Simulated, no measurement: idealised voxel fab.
Process module under the name voxel ribs on slabs
cross-section cut | 225 nm wide | cells 5 nm
For the purposes of this document, a cross-section shall be understood as a grid of square cells, specified as bands listed in top-to-bottom order, each band consisting of one or more rows of cells. First you get the band's top height and its bottom height, in nm, and then the materials it's made of, left to right, with each width in nm. If you see a single material with "edge to edge", that one covers the band edge to edge. "empty" is empty space. Note: height 0 marks the level under which the wafer is uniformly one material as received. Lowest band unbounded below, written "0 and below". The expression "30..40" gives the width at the extremes of the band, the first number at its top row of cells and the second at its bottom row, with the width changing by equal amounts from each row to the next in between. Where the words "no alteration" appear for a step, the cross-section shows no cell changed by that step; every cell remained as before. "closed voids" lists enclosed empty spaces (at least 8 cells, no open path upward to the top), each as width x height at distance from the left edge, in nm. Heads up: the bit after the settings on a step's line is the simulator's remark on that step. "overlay nm", when on a step's line for a step with a mask, measures how far to the right of its planned place the mask lay; a negative measure means to the left.

## So here's the lineup of process steps we planned
1) RECEIVE (material Si)
2) DIRECTIONAL_DEP (material SiO2; thk nm 25)
3) DIRECTIONAL_DEP (material SiN; thk nm 20)
4) MASKED_ETCH (tone cover; mask id RIB; width nm 30; etch materials SiN; depth nm 10; overlay nm 0)
5) PATTERN (tone cover; mask id SLAB; material resist; width nm 80; thk nm 20; overlay nm 0)
6) DIRECTIONAL_ETCH (etch materials SiN; depth nm 10)
7) STRIP (etch materials resist)
8) FILL_DEP (material SiO2; thk nm 20)
9) CMP (height nm 60)
10) DIRECTIONAL_DEP (material W; thk nm 10)
11) DIRECTIONAL_DEP (material aC; thk nm 15)
12) PATTERN (tone cover; mask id HEATER; material resist; width nm 40; thk nm 30; overlay nm 0)
13) DIRECTIONAL_ETCH (etch materials aC; depth nm 15)
14) STRIP (etch materials resist)
15) DIRECTIONAL_ETCH (etch materials W; depth nm 10)
16) STRIP (etch materials aC)
17) CONFORMAL_DEP (material SiN; thk nm 5)

## as received, after step 1
- 0 and below | Si edge to edge
- closed voids: none

## Result of the module, cross-sectioned: start per above, plan per above, one error in how it was run
- 70 down to 60 | empty: 90; W: 40; empty: 95
- 60 down to 45 | SiO2 edge to edge
- 45 down to 35 | SiO2: 95; SiN: 30; SiO2: 100
- 35 down to 25 | SiO2: 70; SiN: 80; SiO2: 75
- 25 down to 0 | SiO2 edge to edge
- 0 and below | Si edge to edge
- closed voids: none
Here's what went sideways: it should be noted that step 17 of the plan was omitted and was not performed
